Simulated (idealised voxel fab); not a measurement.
Process module name: voxel gate over fins
Cross-sectional view cut (width: 275 nm; square cell size: 5 nm).
This document writes a cross-section as a grid whose cells are square, and gives it as bands, listed from the top down; one or more rows of cells form a band.
Within each band entry, the heights of the top and of the bottom of the band appear first, in that order and in nm; the materials of the band then follow from left to right, each with its corresponding width in nm. The designation "edge to edge" on a single material indicates that it fills the band from edge to edge; the designation "blank" indicates empty space.
Measure heights from 0. That's the level where, below it, the as-received wafer is all one material. The lowest band is bottomless and extends downward; write it as in "from 0 down".
Width spec "30->40" -> top row of cells at first value, bottom row at second value, equal per-row change in between.
"no modifications" -> step changed no cross-section cell.
"Listed closed voids" lists enclosed empty spaces (at least 8 cells, no open path upward to the top), each as width x height at distance from the left edge, in nm.
That trailing text on a step's line, after the settings, is the simulator's own remark on the step.
A step's line can hold "overlay nm"; with a mask on that step, the setting says how far right of the planned place the mask lay, while a negative setting says it lay to the left.

[So here's the lineup of process steps we planned]
1) RECEIVE, material Si
2) CONFORMAL_DEP, material SiN, thk nm 10
3) DIRECTIONAL_DEP, material aC, thk nm 10
4) PATTERN, tone cover, mask id FINS, material resist, width nm 15, pitch nm 55, thk nm 25, overlay nm 0
5) DIRECTIONAL_ETCH, etch materials aC, depth nm 10
6) STRIP, etch materials resist
7) DIRECTIONAL_ETCH, etch materials SiN, depth nm 10
8) DIRECTIONAL_ETCH, etch materials Si, depth nm 40
9) STRIP, etch materials aC
10) OXIDIZE, depth nm 5
11) FILL_DEP, material SiO2, thk nm 5
12) CMP, height nm 10
13) PATTERN, tone open, mask id RAIL, material resist, width nm 15, thk nm 15, overlay nm 0
14) DIRECTIONAL_ETCH, etch materials SiO2, depth nm 45
15) STRIP, etch materials resist
16) CONFORMAL_DEP, material TiN, thk nm 5
17) FILL_DEP, material W, thk nm 10
18) CMP, height nm 10
19) SELECTIVE_ETCH, etch materials W Ru TiN, depth nm 30
20) FILL_DEP, material SiO2, thk nm 5
21) CMP, height nm 10
22) SELECTIVE_ETCH, etch materials SiO2, depth nm 25
23) STRIP, etch materials SiN
24) CONFORMAL_DEP, material HfO2, thk nm 5
25) CONFORMAL_DEP, material TiN, thk nm 5
26) CONFORMAL_DEP, material TiAl, thk nm 5
27) CONFORMAL_DEP, material TiN, thk nm 5
28) FILL_DEP, material W, thk nm 10
29) CMP, height nm 25
30) CONFORMAL_DEP, material SiN, thk nm 5

[Step 1 complete: cross-section of the wafer as received]
> from 0 down  Si edge to edge
> Listed closed voids: none

[Post-module cross-section: identical start and plan to those above, one misstep in execution]
> from 30 to 25  SiN edge to edge
> from 25 to 20  W edge to edge
> from 20 to 15  W 65 nm  TiN 45 nm  W 10 nm  TiN 45 nm  W 10 nm  TiN 45 nm  W 55 nm
> from 15 to 10  W 65 nm  TiN 5 nm  TiAl 35 nm  TiN 5 nm  W 10 nm  TiN 5 nm  TiAl 35 nm  TiN 5 nm  W 10 nm  TiN 5 nm  TiAl 35 nm  TiN 5 nm  W 55 nm
> from 10 to 5  W 65 nm  TiN 5 nm  TiAl 5 nm  TiN 25 nm  TiAl 5 nm  TiN 5 nm  W 10 nm  TiN 5 nm  TiAl 5 nm  TiN 25 nm  TiAl 5 nm  TiN 5 nm  W 10 nm  TiN 5 nm  TiAl 5 nm  TiN 25 nm  TiAl 5 nm  TiN 5 nm  W 55 nm
> from 5 to 0  TiN 70 nm  TiAl 5 nm  TiN 5 nm  HfO2 15 nm  TiN 5 nm  TiAl 5 nm  TiN 20 nm  TiAl 5 nm  TiN 5 nm  HfO2 15 nm  TiN 5 nm  TiAl 5 nm  TiN 20 nm  TiAl 5 nm  TiN 5 nm  HfO2 15 nm  TiN 5 nm  TiAl 5 nm  TiN 60 nm
> from 0 to -5  TiAl 75 nm  TiN 5 nm  HfO2 5 nm  Si 5 nm  HfO2 5 nm  TiN 5 nm  TiAl 30 nm  TiN 5 nm  HfO2 5 nm  Si 5 nm  HfO2 5 nm  TiN 5 nm  TiAl 30 nm  TiN 5 nm  HfO2 5 nm  Si 5 nm  HfO2 5 nm  TiN 5 nm  TiAl 65 nm
> from -5 to -10  TiN 80 nm  HfO2 5 nm  Si 5 nm  HfO2 5 nm  TiN 40 nm  HfO2 5 nm  Si 5 nm  HfO2 5 nm  TiN 40 nm  HfO2 5 nm  Si 5 nm  HfO2 5 nm  TiN 70 nm
> from -10 to -15  HfO2 85 nm  Si 5 nm  HfO2 50 nm  Si 5 nm  HfO2 50 nm  Si 5 nm  HfO2 75 nm
> from -15 to -20  SiO2 85 nm  Si 5 nm  SiO2 50 nm  Si 5 nm  SiO2 50 nm  Si 5 nm  SiO2 75 nm
> from -20 to -30  SiO2 85 nm  Si 5 nm  SiO2 10 nm  TiN 5 nm  W 5 nm  TiN 5 nm  SiO2 25 nm  Si 5 nm  SiO2 50 nm  Si 5 nm  SiO2 75 nm
> from -30 to -35  SiO2 85 nm  Si 5 nm  SiO2 10 nm  TiN 15 nm  SiO2 25 nm  Si 5 nm  SiO2 50 nm  Si 5 nm  SiO2 75 nm
> from -35 to -45  SiO2 85 nm  Si 5 nm  SiO2 50 nm  Si 5 nm  SiO2 50 nm  Si 5 nm  SiO2 75 nm
> from -45 down  Si edge to edge
> Listed closed voids: none
Deviation from plan: step 4 was processed under conditions differing from the plan, specifically as PATTERN, tone cover, mask id FINS, material resist, width nm 15, pitch nm 55, thk nm 25, overlay nm 5
